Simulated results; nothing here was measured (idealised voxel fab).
The document below concerns the process module designated voxel capacitor over wiring.
Each square cell in cross-section cut measures 5 nm, and the section as a whole is 285 nm wide.
Notation: cross-section as square-cell grid; stated in bands, top first, going down; one or more cell rows per band.
Basically the band line says how high the top is and how high the bottom is, in nm, and then what's in it from left to right, every material with its width in nm. Empty space shows up as "empty", and if a single material carries "full width" it runs the full band edge to edge.
The reference from which all heights are counted is 0, the level beneath which the as-received wafer is entirely one material; the lowest band, having no lower bound, proceeds downward and is written after the example "0 -> down".
Read "30..40" as a graded width: first number on top, second number at the bottom, same change between each pair of neighbouring rows.
Basically "stayed the same" means that step didn't change any cell in the cross-section.
Closed-off voids of 8+ cells (no open route to the top) go in "Voids, sealed", written width x height at distance from the left edge, in nm.
Post-settings text on a step line: simulator's own remark regarding the step.
When a step includes a mask, the "overlay nm" setting on its line states how far to the right of its planned place that mask lay, and negative values state how far to the left.

# List of planned process steps
1) op RECEIVE | material Si
2) op CONFORMAL_DEP | material SiO2 | thk nm 10
3) op CONFORMAL_DEP | material SiN | thk nm 5
4) op DIRECTIONAL_DEP | material SiO2 | thk nm 20
5) op MASKED_ETCH | tone open | mask id METAL_1 | width nm 30 | pitch nm 90 | etch materials SiO2 | depth nm 20 | overlay nm 0
6) op MASKED_ETCH | tone open | mask id METAL_1 | width nm 30 | pitch nm 90 | etch materials SiN | depth nm 5 | overlay nm 0
7) op CONFORMAL_DEP | material TiN | thk nm 5
8) op FILL_DEP | material W | thk nm 5
9) op CMP | height nm 35
10) op CONFORMAL_DEP | material SiCN | thk nm 5
11) op DIRECTIONAL_DEP | material SiO2 | thk nm 15
12) op PATTERN | tone open | mask id PLUG_1 | material resist | width nm 15 | thk nm 15 | overlay nm 0
13) op DIRECTIONAL_ETCH | etch materials SiO2 | depth nm 15
14) op DIRECTIONAL_ETCH | etch materials SiCN | depth nm 5
15) op STRIP | etch materials resist
16) op EPI | material Ru | thk nm 10
17) op EPI | material Ru | thk nm 10
18) op DIRECTIONAL_DEP | material TiN | thk nm 10
19) op DIRECTIONAL_DEP | material SiN | thk nm 5
20) op DIRECTIONAL_DEP | material TiN | thk nm 5
21) op DIRECTIONAL_DEP | material aC | thk nm 15
22) op PATTERN | tone cover | mask id UPPER_PLATE | material resist | width nm 65 | thk nm 30 | overlay nm 0
23) op DIRECTIONAL_ETCH | etch materials aC | depth nm 15
24) op STRIP | etch materials resist
25) op DIRECTIONAL_ETCH | etch materials TiN | depth nm 5
26) op DIRECTIONAL_ETCH | etch materials SiN | depth nm 5
27) op STRIP | etch materials aC
28) op DIRECTIONAL_DEP | material aC | thk nm 15
29) op PATTERN | tone cover | mask id LOWER_PLATE | material resist | width nm 75 | thk nm 35 | overlay nm -15
30) op DIRECTIONAL_ETCH | etch materials aC | depth nm 15
31) op STRIP | etch materials resist
32) op DIRECTIONAL_ETCH | etch materials TiN | depth nm 10
33) op STRIP | etch materials aC
34) op FILL_DEP | material SiO2 | thk nm 15
35) op CMP | height nm 85
36) op DIRECTIONAL_DEP | material aC | thk nm 15
37) op PATTERN | tone open | mask id PLUG_2 | material resist | width nm 15 | thk nm 35 | overlay nm 0
38) op DIRECTIONAL_ETCH | etch materials aC | depth nm 15
39) op STRIP | etch materials resist
40) op DIRECTIONAL_ETCH | etch materials SiO2 | depth nm 10
41) op STRIP | etch materials aC
42) op CONFORMAL_DEP | material TiN | thk nm 5
43) op FILL_DEP | material Ru | thk nm 5
44) op CMP | height nm 85
45) op CONFORMAL_DEP | material SiN | thk nm 5
varied across the wafers: overlay nm of step 29. The plan shows the first wafer's value. All wafers start alike

# Received wafers, first of several: cross-section after step 1
    0 -> down: Si full width
    Voids, sealed: none

# First of several wafers in cross-section at module end, following the final step, step 45
    90 -> 85: SiN full width
    85 -> 80: SiO2: 105 | TiN: 5 | Ru: 5 | TiN: 5 | SiO2: 165
    80 -> 70: SiO2: 105..95 | TiN: 15..55 | SiO2: 165..135
    70 -> 65: SiO2: 95 | SiN: 65 | SiO2: 125
    65 -> 55: SiO2: 75 | TiN: 85 | SiO2: 125
    55 -> 40: SiO2: 95 | Ru: 15 | SiO2: 175
    40 -> 35: SiCN: 95 | Ru: 15 | SiCN: 175
    35 -> 15: SiO2: 80 | TiN: 5 | W: 20 | TiN: 5 | SiO2: 60 | TiN: 5 | W: 20 | TiN: 5 | SiO2: 85
    15 -> 10: SiN: 80 | TiN: 30 | SiN: 60 | TiN: 30 | SiN: 85
    10 -> 0: SiO2 full width
    0 -> down: Si full width
    Voids, sealed: none

# Final wafer of several, shown in cross-section at the end of the module
    90 -> 85: SiN full width
    85 -> 80: SiO2: 105 | TiN: 5 | Ru: 5 | TiN: 5 | SiO2: 165
    80 -> 70: SiO2: 105 | TiN: 15..55 | SiO2: 165..125
    70 -> 65: SiO2: 95 | SiN: 65 | SiO2: 125
    65 -> 55: SiO2: 95 | TiN: 85 | SiO2: 105
    55 -> 40: SiO2: 95 | Ru: 15 | SiO2: 175
    40 -> 35: SiCN: 95 | Ru: 15 | SiCN: 175
    35 -> 15: SiO2: 80 | TiN: 5 | W: 20 | TiN: 5 | SiO2: 60 | TiN: 5 | W: 20 | TiN: 5 | SiO2: 85
    15 -> 10: SiN: 80 | TiN: 30 | SiN: 60 | TiN: 30 | SiN: 85
    10 -> 0: SiO2 full width
    0 -> down: Si full width
    Voids, sealed: none

# The following table contains a row per wafer, in which are reported, at the conclusion of the module, the cells of each material gained (+) or lost (-) since the wafer's receipt, with its closed voids given thereafter
overlay nm -15, +13 Ru, +54 SiCN, +115 SiN, +734 SiO2, +78 TiN, +32 W, Voids, sealed: none
overlay nm -10, +13 Ru, +54 SiCN, +115 SiN, +735 SiO2, +77 TiN, +32 W, Voids, sealed: none
overlay nm -5, +13 Ru, +54 SiCN, +115 SiN, +736 SiO2, +76 TiN, +32 W, Voids, sealed: none
overlay nm 0, +13 Ru, +54 SiCN, +115 SiN, +736 SiO2, +76 TiN, +32 W, Voids, sealed: none
overlay nm 5, +13 Ru, +54 SiCN, +115 SiN, +736 SiO2, +76 TiN, +32 W, Voids, sealed: none
overlay nm 10, +13 Ru, +54 SiCN, +115 SiN, +735 SiO2, +77 TiN, +32 W, Voids, sealed: none
overlay nm 15, +13 Ru, +54 SiCN, +115 SiN, +734 SiO2, +78 TiN, +32 W, Voids, sealed: none
